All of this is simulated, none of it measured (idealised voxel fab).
process module | voxel transistor to metal
cross-section cut | 140 nm wide | cells 5 nm
A cross-section is a grid of square cells, given in bands from the top down. A band is one or more rows of cells.
Each band's line starts with the height of the band's top and of its bottom, in nm. Then come its materials from left to right, each with its width in nm. One material with "throughout" fills the band from edge to edge. "air" is empty space.
Height 0 is the level under which the wafer as received is all one material. The lowest band goes on downwards, as in "0 down".
A width such as "30 to 40" changes by the same amount from each row of cells to the next, from the band's top row to its bottom row.
"no change" after a step means that no cell of the cross-section changed.
closed voids: empty space of 8 cells or more with no open way to the top, each as width x height at its distance from the left edge, in nm
after a step's settings: what the simulator itself notes on the step
overlay nm, on a step with a mask: how far to the right of its planned place the mask lay; to the left if negative
plan
1 op RECEIVE | material Si
2 op OXIDIZE | depth nm 5
3 op CONFORMAL_DEP | material SiN | thk nm 10
4 op MASKED_ETCH | tone cover | mask id ACTIVE | width nm 105 | etch materials SiN | depth nm 10 | overlay nm 0
5 op MASKED_ETCH | tone cover | mask id ACTIVE | width nm 105 | etch materials SiO2 | depth nm 5 | overlay nm 0
6 op MASKED_ETCH | tone cover | mask id ACTIVE | width nm 105 | etch materials Si | depth nm 30 | overlay nm 0
7 op OXIDIZE | depth nm 5
8 op FILL_DEP | material SiO2 | thk nm 15
9 op CMP | height nm 10
10 op SELECTIVE_ETCH | etch materials SiO2 | depth nm 5
11 op STRIP | etch materials SiN
12 op SELECTIVE_ETCH | etch materials SiO2 | depth nm 5
13 op OXIDIZE | depth nm 5
14 op DIRECTIONAL_DEP | material polySi | thk nm 20
15 op DIRECTIONAL_DEP | material SiCN | thk nm 15
16 op DIRECTIONAL_DEP | material aC | thk nm 10
17 op PATTERN | tone cover | mask id GATE | material resist | width nm 25 | thk nm 25 | overlay nm 0
18 op DIRECTIONAL_ETCH | etch materials aC | depth nm 10
19 op STRIP | etch materials resist
20 op DIRECTIONAL_ETCH | etch materials SiCN | depth nm 25
21 op DIRECTIONAL_ETCH | etch materials polySi | depth nm 30
22 op STRIP | etch materials aC
23 op CONFORMAL_DEP | material SiN | thk nm 5
24 op DIRECTIONAL_ETCH | etch materials SiN | depth nm 5
25 op DIRECTIONAL_ETCH | etch materials SiO2 | depth nm 5
26 op DIRECTIONAL_ETCH | etch materials Si | depth nm 5
27 op EPI | material pSi | thk nm 10
28 op FILL_DEP | material SiO2 | thk nm 10
29 op CMP | height nm 15
30 op STRIP | etch materials polySi
31 op SELECTIVE_ETCH | etch materials SiO2 | depth nm 5
32 op CONFORMAL_DEP | material HfO2 | thk nm 5
33 op CONFORMAL_DEP | material TiN | thk nm 5
34 op FILL_DEP | material W | thk nm 5
35 op CMP | height nm 10
36 op DIRECTIONAL_DEP | material SiO2 | thk nm 10
37 op PATTERN | tone open | mask id CONTACT | material resist | width nm 15 | pitch nm 80 | thk nm 15 | overlay nm 0
38 op DIRECTIONAL_ETCH | etch materials SiO2 | depth nm 25
39 op STRIP | etch materials resist
40 op CONFORMAL_DEP | material TiN | thk nm 5
41 op FILL_DEP | material Ru | thk nm 10
42 op CMP | height nm 20
43 op CONFORMAL_DEP | material SiCN | thk nm 5
44 op DIRECTIONAL_DEP | material lowk | thk nm 20
45 op DIRECTIONAL_DEP | material aC | thk nm 15
46 op PATTERN | tone open | mask id METAL_1 | material resist | width nm 15 | pitch nm 80 | thk nm 30 | overlay nm 0
47 op DIRECTIONAL_ETCH | etch materials aC | depth nm 15
48 op STRIP | etch materials resist
49 op DIRECTIONAL_ETCH | etch materials lowk | depth nm 20
50 op DIRECTIONAL_ETCH | etch materials SiCN | depth nm 5
51 op STRIP | etch materials aC
52 op CONFORMAL_DEP | material TiN | thk nm 5
53 op FILL_DEP | material Cu | thk nm 5
54 op CMP | height nm 45
55 op CONFORMAL_DEP | material SiCN | thk nm 5
56 op DIRECTIONAL_DEP | material lowk | thk nm 35
57 op PATTERN | tone open | mask id METAL_2 | material resist | width nm 15 | pitch nm 80 | thk nm 15 | overlay nm 0
58 op DIRECTIONAL_ETCH | etch materials lowk | depth nm 20
59 op STRIP | etch materials resist
60 op MASKED_ETCH | tone open | mask id METAL_2_HOLES | width nm 15 | pitch nm 80 | etch materials lowk | depth nm 15 | overlay nm 0
61 op MASKED_ETCH | tone open | mask id METAL_2_HOLES | width nm 15 | pitch nm 80 | etch materials SiCN | depth nm 5 | overlay nm 0
62 op CONFORMAL_DEP | material TiN | thk nm 5
63 op FILL_DEP | material Ru | thk nm 10
64 op CMP | height nm 85
65 op CONFORMAL_DEP | material SiCN | thk nm 5
first wafer, as planned
as received, after step 1
  0 down: Si throughout
  closed voids: none
after step 2
  0 to -5: SiO2 throughout
  below -5: unchanged
after step 3
  10 to 0: SiN throughout
  below 0: unchanged
after step 4
  10 to 0: air 15 | SiN 105 | air 20
  below 0: unchanged
after step 5
  10 to 0: air 15 | SiN 105 | air 20
  0 to -5: air 15 | SiO2 105 | air 20
  below -5: unchanged
after step 6
  10 to 0: air 15 | SiN 105 | air 20
  0 to -5: air 15 | SiO2 105 | air 20
  -5 to -35: air 15 | Si 105 | air 20
  below -35: unchanged
after step 7
  10 to 0: air 15 | SiN 105 | air 20
  0 to -5: air 15 | SiO2 105 | air 20
  -5 to -35: air 15 | SiO2 5 | Si 95 | SiO2 5 | air 20
  -35 to -40: SiO2 20 | Si 95 | SiO2 25
  below -40: unchanged
after step 8
  25 to 10: SiO2 throughout
  10 to 0: SiO2 15 | SiN 105 | SiO2 20
  0 to -5: SiO2 throughout
  -5 to -40: SiO2 20 | Si 95 | SiO2 25
  below -40: unchanged
after step 9
  10 to 0: SiO2 15 | SiN 105 | SiO2 20
  below 0: unchanged
after step 10
  10 to 5: air 15 | SiN 105 | air 20
  below 5: unchanged
after step 11
  5 to 0: SiO2 15 | air 105 | SiO2 20
  below 0: unchanged
after step 12
  0 to -5: SiO2 10 | air 115 | SiO2 15
  below -5: unchanged
after step 13
  0 to -5: SiO2 10 | air 115 | SiO2 15
  -5 to -10: SiO2 throughout
  below -10: unchanged
after step 14
  20 to 15: polySi 10 | air 115 | polySi 15
  15 to 0: polySi throughout
  0 to -5: SiO2 10 | polySi 115 | SiO2 15
  below -5: unchanged
after step 15
  35 to 30: SiCN 10 | air 115 | SiCN 15
  30 to 20: SiCN throughout
  20 to 15: polySi 10 | SiCN 115 | polySi 15
  below 15: unchanged
after step 16
  45 to 40: aC 10 | air 115 | aC 15
  40 to 35: aC throughout
  35 to 30: SiCN 10 | aC 115 | SiCN 15
  below 30: unchanged
after step 17
  70 to 45: air 55 | resist 25 | air 60
  45 to 40: aC 10 | air 45 | resist 25 | air 45 | aC 15
  below 40: unchanged
after step 18
  60 to 40: air 55 | resist 25 | air 60
  40 to 35: air 55 | aC 25 | air 60
  35 to 30: SiCN 10 | air 45 | aC 25 | air 45 | SiCN 15
  below 30: unchanged
after step 19
  40 to 35: air 55 | aC 25 | air 60
  below 35: unchanged
after step 20
  40 to 30: air 55 | aC 25 | air 60
  30 to 20: air 55 | SiCN 25 | air 60
  20 to 15: polySi 10 | air 45 | SiCN 25 | air 45 | polySi 15
  below 15: unchanged
after step 21
  40 to 30: air 55 | aC 25 | air 60
  30 to 15: air 55 | SiCN 25 | air 60
  15 to 0: air 55 | polySi 25 | air 60
  0 to -5: SiO2 10 | air 45 | polySi 25 | air 45 | SiO2 15
  below -5: unchanged
after step 22
  30 to 15: air 55 | SiCN 25 | air 60
  below 15: unchanged
after step 23
  35 to 30: air 50 | SiN 35 | air 55
  30 to 15: air 50 | SiN 5 | SiCN 25 | SiN 5 | air 55
  15 to 5: air 50 | SiN 5 | polySi 25 | SiN 5 | air 55
  5 to 0: SiN 15 | air 35 | SiN 5 | polySi 25 | SiN 5 | air 35 | SiN 20
  0 to -5: SiO2 10 | SiN 45 | polySi 25 | SiN 45 | SiO2 15
  below -5: unchanged
after step 24
  30 to 15: air 50 | SiN 5 | SiCN 25 | SiN 5 | air 55
  15 to 0: air 50 | SiN 5 | polySi 25 | SiN 5 | air 55
  0 to -5: SiO2 10 | SiN 5 | air 35 | SiN 5 | polySi 25 | SiN 5 | air 35 | SiN 5 | SiO2 15
  below -5: unchanged
after step 25
  30 to 15: air 50 | SiN 5 | SiCN 25 | SiN 5 | air 55
  15 to 0: air 50 | SiN 5 | polySi 25 | SiN 5 | air 55
  0 to -5: air 10 | SiN 5 | air 35 | SiN 5 | polySi 25 | SiN 5 | air 35 | SiN 5 | air 15
  -5 to -10: SiO2 15 | air 35 | SiO2 35 | air 35 | SiO2 20
  below -10: unchanged
after step 26
  30 to 15: air 50 | SiN 5 | SiCN 25 | SiN 5 | air 55
  15 to 0: air 50 | SiN 5 | polySi 25 | SiN 5 | air 55
  0 to -5: air 10 | SiN 5 | air 35 | SiN 5 | polySi 25 | SiN 5 | air 35 | SiN 5 | air 15
  -5 to -10: SiO2 15 | air 35 | SiO2 35 | air 35 | SiO2 20
  -10 to -15: SiO2 20 | air 30 | Si 35 | air 30 | SiO2 25
  below -15: unchanged
after step 27
  30 to 15: air 50 | SiN 5 | SiCN 25 | SiN 5 | air 55
  15 to 0: air 50 | SiN 5 | polySi 25 | SiN 5 | air 55
  0 to -5: air 10 | SiN 5 | air 25 | pSi 10 | SiN 5 | polySi 25 | SiN 5 | pSi 10 | air 25 | SiN 5 | air 15
  -5 to -10: SiO2 15 | pSi 35 | SiO2 35 | pSi 35 | SiO2 20
  -10 to -15: SiO2 20 | pSi 30 | Si 35 | pSi 30 | SiO2 25
  below -15: unchanged
after step 28
  40 to 30: SiO2 throughout
  30 to 15: SiO2 50 | SiN 5 | SiCN 25 | SiN 5 | SiO2 55
  15 to 0: SiO2 50 | SiN 5 | polySi 25 | SiN 5 | SiO2 55
  0 to -5: SiO2 10 | SiN 5 | SiO2 25 | pSi 10 | SiN 5 | polySi 25 | SiN 5 | pSi 10 | SiO2 25 | SiN 5 | SiO2 15
  below -5: unchanged
after step 29
  15 to 0: SiO2 50 | SiN 5 | polySi 25 | SiN 5 | SiO2 55
  below 0: unchanged
after step 30
  15 to 0: SiO2 50 | SiN 5 | air 25 | SiN 5 | SiO2 55
  0 to -5: SiO2 10 | SiN 5 | SiO2 25 | pSi 10 | SiN 5 | air 25 | SiN 5 | pSi 10 | SiO2 25 | SiN 5 | SiO2 15
  below -5: unchanged
after step 31
  15 to 10: air 50 | SiN 5 | air 25 | SiN 5 | air 55
  10 to 0: SiO2 50 | SiN 5 | air 25 | SiN 5 | SiO2 55
  0 to -5: SiO2 10 | SiN 5 | SiO2 25 | pSi 10 | SiN 5 | air 25 | SiN 5 | pSi 10 | SiO2 25 | SiN 5 | SiO2 15
  -5 to -10: SiO2 15 | pSi 35 | air 35 | pSi 35 | SiO2 20
  below -10: unchanged
after step 32
  20 to 15: air 45 | HfO2 15 | air 15 | HfO2 15 | air 50
  15 to 10: HfO2 50 | SiN 5 | HfO2 5 | air 15 | HfO2 5 | SiN 5 | HfO2 55
  10 to 0: SiO2 50 | SiN 5 | HfO2 5 | air 15 | HfO2 5 | SiN 5 | SiO2 55
  0 to -5: SiO2 10 | SiN 5 | SiO2 25 | pSi 10 | SiN 5 | HfO2 5 | air 15 | HfO2 5 | SiN 5 | pSi 10 | SiO2 25 | SiN 5 | SiO2 15
  -5 to -10: SiO2 15 | pSi 35 | HfO2 35 | pSi 35 | SiO2 20
  below -10: unchanged
after step 33
  25 to 20: air 40 | TiN 25 | air 5 | TiN 25 | air 45
  20 to 15: TiN 45 | HfO2 15 | TiN 5 | air 5 | TiN 5 | HfO2 15 | TiN 50
  15 to 10: HfO2 50 | SiN 5 | HfO2 5 | TiN 5 | air 5 | TiN 5 | HfO2 5 | SiN 5 | HfO2 55
  10 to 0: SiO2 50 | SiN 5 | HfO2 5 | TiN 5 | air 5 | TiN 5 | HfO2 5 | SiN 5 | SiO2 55
  0 to -5: SiO2 10 | SiN 5 | SiO2 25 | pSi 10 | SiN 5 | HfO2 5 | TiN 15 | HfO2 5 | SiN 5 | pSi 10 | SiO2 25 | SiN 5 | SiO2 15
  below -5: unchanged
after step 34
  30 to 25: W throughout
  25 to 20: W 40 | TiN 25 | W 5 | TiN 25 | W 45
  20 to 15: TiN 45 | HfO2 15 | TiN 5 | W 5 | TiN 5 | HfO2 15 | TiN 50
  15 to 10: HfO2 50 | SiN 5 | HfO2 5 | TiN 5 | W 5 | TiN 5 | HfO2 5 | SiN 5 | HfO2 55
  10 to 0: SiO2 50 | SiN 5 | HfO2 5 | TiN 5 | W 5 | TiN 5 | HfO2 5 | SiN 5 | SiO2 55
  below 0: unchanged
after step 35
  10 to 0: SiO2 50 | SiN 5 | HfO2 5 | TiN 5 | W 5 | TiN 5 | HfO2 5 | SiN 5 | SiO2 55
  below 0: unchanged
after step 36
  20 to 10: SiO2 throughout
  below 10: unchanged
after step 37
  35 to 20: resist 20 | air 15 | resist 65 | air 15 | resist 25
  below 20: unchanged
after step 38
  35 to 20: resist 20 | air 15 | resist 65 | air 15 | resist 25
  20 to 10: SiO2 20 | air 15 | SiO2 65 | air 15 | SiO2 25
  10 to 0: SiO2 20 | air 15 | SiO2 15 | SiN 5 | HfO2 5 | TiN 5 | W 5 | TiN 5 | HfO2 5 | SiN 5 | SiO2 15 | air 15 | SiO2 25
  0 to -5: SiO2 10 | SiN 5 | SiO2 5 | air 15 | SiO2 5 | pSi 10 | SiN 5 | HfO2 5 | TiN 15 | HfO2 5 | SiN 5 | pSi 10 | SiO2 5 | air 15 | SiO2 5 | SiN 5 | SiO2 15
  below -5: unchanged
after step 39
  20 to 10: SiO2 20 | air 15 | SiO2 65 | air 15 | SiO2 25
  below 10: unchanged
after step 40
  25 to 20: TiN 25 | air 5 | TiN 75 | air 5 | TiN 30
  20 to 10: SiO2 20 | TiN 5 | air 5 | TiN 5 | SiO2 65 | TiN 5 | air 5 | TiN 5 | SiO2 25
  10 to 0: SiO2 20 | TiN 5 | air 5 | TiN 5 | SiO2 15 | SiN 5 | HfO2 5 | TiN 5 | W 5 | TiN 5 | HfO2 5 | SiN 5 | SiO2 15 | TiN 5 | air 5 | TiN 5 | SiO2 25
  0 to -5: SiO2 10 | SiN 5 | SiO2 5 | TiN 15 | SiO2 5 | pSi 10 | SiN 5 | HfO2 5 | TiN 15 | HfO2 5 | SiN 5 | pSi 10 | SiO2 5 | TiN 15 | SiO2 5 | SiN 5 | SiO2 15
  below -5: unchanged
after step 41
  35 to 25: Ru throughout
  25 to 20: TiN 25 | Ru 5 | TiN 75 | Ru 5 | TiN 30
  20 to 10: SiO2 20 | TiN 5 | Ru 5 | TiN 5 | SiO2 65 | TiN 5 | Ru 5 | TiN 5 | SiO2 25
  10 to 0: SiO2 20 | TiN 5 | Ru 5 | TiN 5 | SiO2 15 | SiN 5 | HfO2 5 | TiN 5 | W 5 | TiN 5 | HfO2 5 | SiN 5 | SiO2 15 | TiN 5 | Ru 5 | TiN 5 | SiO2 25
  below 0: unchanged
after step 42
  20 to 10: SiO2 20 | TiN 5 | Ru 5 | TiN 5 | SiO2 65 | TiN 5 | Ru 5 | TiN 5 | SiO2 25
  below 10: unchanged
after step 43
  25 to 20: SiCN throughout
  below 20: unchanged
after step 44
  45 to 25: lowk throughout
  below 25: unchanged
after step 45
  60 to 45: aC throughout
  below 45: unchanged
after step 46
  90 to 60: resist 20 | air 15 | resist 65 | air 15 | resist 25
  below 60: unchanged
after step 47
  75 to 60: resist 20 | air 15 | resist 65 | air 15 | resist 25
  60 to 45: aC 20 | air 15 | aC 65 | air 15 | aC 25
  below 45: unchanged
after step 48
  60 to 45: aC 20 | air 15 | aC 65 | air 15 | aC 25
  below 45: unchanged
after step 49
  60 to 45: aC 20 | air 15 | aC 65 | air 15 | aC 25
  45 to 25: lowk 20 | air 15 | lowk 65 | air 15 | lowk 25
  below 25: unchanged
after step 50
  60 to 45: aC 20 | air 15 | aC 65 | air 15 | aC 25
  45 to 25: lowk 20 | air 15 | lowk 65 | air 15 | lowk 25
  25 to 20: SiCN 20 | air 15 | SiCN 65 | air 15 | SiCN 25
  below 20: unchanged
after step 51
  45 to 25: lowk 20 | air 15 | lowk 65 | air 15 | lowk 25
  below 25: unchanged
after step 52
  50 to 45: TiN 25 | air 5 | TiN 75 | air 5 | TiN 30
  45 to 25: lowk 20 | TiN 5 | air 5 | TiN 5 | lowk 65 | TiN 5 | air 5 | TiN 5 | lowk 25
  25 to 20: SiCN 20 | TiN 15 | SiCN 65 | TiN 15 | SiCN 25
  below 20: unchanged
after step 53
  55 to 50: Cu throughout
  50 to 45: TiN 25 | Cu 5 | TiN 75 | Cu 5 | TiN 30
  45 to 25: lowk 20 | TiN 5 | Cu 5 | TiN 5 | lowk 65 | TiN 5 | Cu 5 | TiN 5 | lowk 25
  below 25: unchanged
after step 54
  45 to 25: lowk 20 | TiN 5 | Cu 5 | TiN 5 | lowk 65 | TiN 5 | Cu 5 | TiN 5 | lowk 25
  below 25: unchanged
after step 55
  50 to 45: SiCN throughout
  below 45: unchanged
after step 56
  85 to 50: lowk throughout
  below 50: unchanged
after step 57
  100 to 85: resist 20 | air 15 | resist 65 | air 15 | resist 25
  below 85: unchanged
after step 58
  100 to 85: resist 20 | air 15 | resist 65 | air 15 | resist 25
  85 to 65: lowk 20 | air 15 | lowk 65 | air 15 | lowk 25
  below 65: unchanged
after step 59
  85 to 65: lowk 20 | air 15 | lowk 65 | air 15 | lowk 25
  below 65: unchanged
after step 60
  85 to 50: lowk 20 | air 15 | lowk 65 | air 15 | lowk 25
  below 50: unchanged
after step 61
  85 to 50: lowk 20 | air 15 | lowk 65 | air 15 | lowk 25
  50 to 45: SiCN 20 | air 15 | SiCN 65 | air 15 | SiCN 25
  below 45: unchanged
after step 62
  90 to 85: TiN 25 | air 5 | TiN 75 | air 5 | TiN 30
  85 to 50: lowk 20 | TiN 5 | air 5 | TiN 5 | lowk 65 | TiN 5 | air 5 | TiN 5 | lowk 25
  50 to 45: SiCN 20 | TiN 15 | SiCN 65 | TiN 15 | SiCN 25
  below 45: unchanged
after step 63
  100 to 90: Ru throughout
  90 to 85: TiN 25 | Ru 5 | TiN 75 | Ru 5 | TiN 30
  85 to 50: lowk 20 | TiN 5 | Ru 5 | TiN 5 | lowk 65 | TiN 5 | Ru 5 | TiN 5 | lowk 25
  below 50: unchanged
after step 64
  85 to 50: lowk 20 | TiN 5 | Ru 5 | TiN 5 | lowk 65 | TiN 5 | Ru 5 | TiN 5 | lowk 25
  below 50: unchanged
after step 65
  90 to 85: SiCN throughout
  below 85: unchanged
second wafer: like start, like plan, one mistake. Through step 43 it matches the first wafer
when step 44 should have ended
  45 to 25: HfO2 throughout
  below 25: unchanged
when step 45 should have ended
  60 to 45: aC throughout
  below 45: unchanged
when step 46 should have ended
  90 to 60: resist 20 | air 15 | resist 65 | air 15 | resist 25
  below 60: unchanged
when step 47 should have ended
  75 to 60: resist 20 | air 15 | resist 65 | air 15 | resist 25
  60 to 45: aC 20 | air 15 | aC 65 | air 15 | aC 25
  below 45: unchanged
when step 48 should have ended
  60 to 45: aC 20 | air 15 | aC 65 | air 15 | aC 25
  below 45: unchanged
when step 49 should have ended: no change
when step 50 should have ended: no change
when step 51 should have ended
  45 to 25: HfO2 throughout
  below 25: unchanged
when step 52 should have ended
  50 to 45: TiN throughout
  below 45: unchanged
when step 53 should have ended
  55 to 50: Cu throughout
  below 50: unchanged
when step 54 should have ended
  45 to 25: HfO2 throughout
  below 25: unchanged
when step 55 should have ended
  50 to 45: SiCN throughout
  below 45: unchanged
when step 56 should have ended
  85 to 50: lowk throughout
  below 50: unchanged
when step 57 should have ended
  100 to 85: resist 20 | air 15 | resist 65 | air 15 | resist 25
  below 85: unchanged
when step 58 should have ended
  100 to 85: resist 20 | air 15 | resist 65 | air 15 | resist 25
  85 to 65: lowk 20 | air 15 | lowk 65 | air 15 | lowk 25
  below 65: unchanged
when step 59 should have ended
  85 to 65: lowk 20 | air 15 | lowk 65 | air 15 | lowk 25
  below 65: unchanged
when step 60 should have ended
  85 to 50: lowk 20 | air 15 | lowk 65 | air 15 | lowk 25
  below 50: unchanged
when step 61 should have ended
  85 to 50: lowk 20 | air 15 | lowk 65 | air 15 | lowk 25
  50 to 45: SiCN 20 | air 15 | SiCN 65 | air 15 | SiCN 25
  below 45: unchanged
when step 62 should have ended
  90 to 85: TiN 25 | air 5 | TiN 75 | air 5 | TiN 30
  85 to 50: lowk 20 | TiN 5 | air 5 | TiN 5 | lowk 65 | TiN 5 | air 5 | TiN 5 | lowk 25
  50 to 45: SiCN 20 | TiN 15 | SiCN 65 | TiN 15 | SiCN 25
  below 45: unchanged
when step 63 should have ended
  100 to 90: Ru throughout
  90 to 85: TiN 25 | Ru 5 | TiN 75 | Ru 5 | TiN 30
  85 to 50: lowk 20 | TiN 5 | Ru 5 | TiN 5 | lowk 65 | TiN 5 | Ru 5 | TiN 5 | lowk 25
  below 50: unchanged
when step 64 should have ended
  85 to 50: lowk 20 | TiN 5 | Ru 5 | TiN 5 | lowk 65 | TiN 5 | Ru 5 | TiN 5 | lowk 25
  below 50: unchanged
when step 65 should have ended
  90 to 85: SiCN throughout
  below 85: unchanged
what went wrong: step 44 ran as: op DIRECTIONAL_DEP | material HfO2 | thk nm 20
at the end the second wafer has, in cells: 8 fewer of Cu | 112 more of HfO2 | 6 more of SiCN | 22 fewer of TiN | 88 fewer of lowk
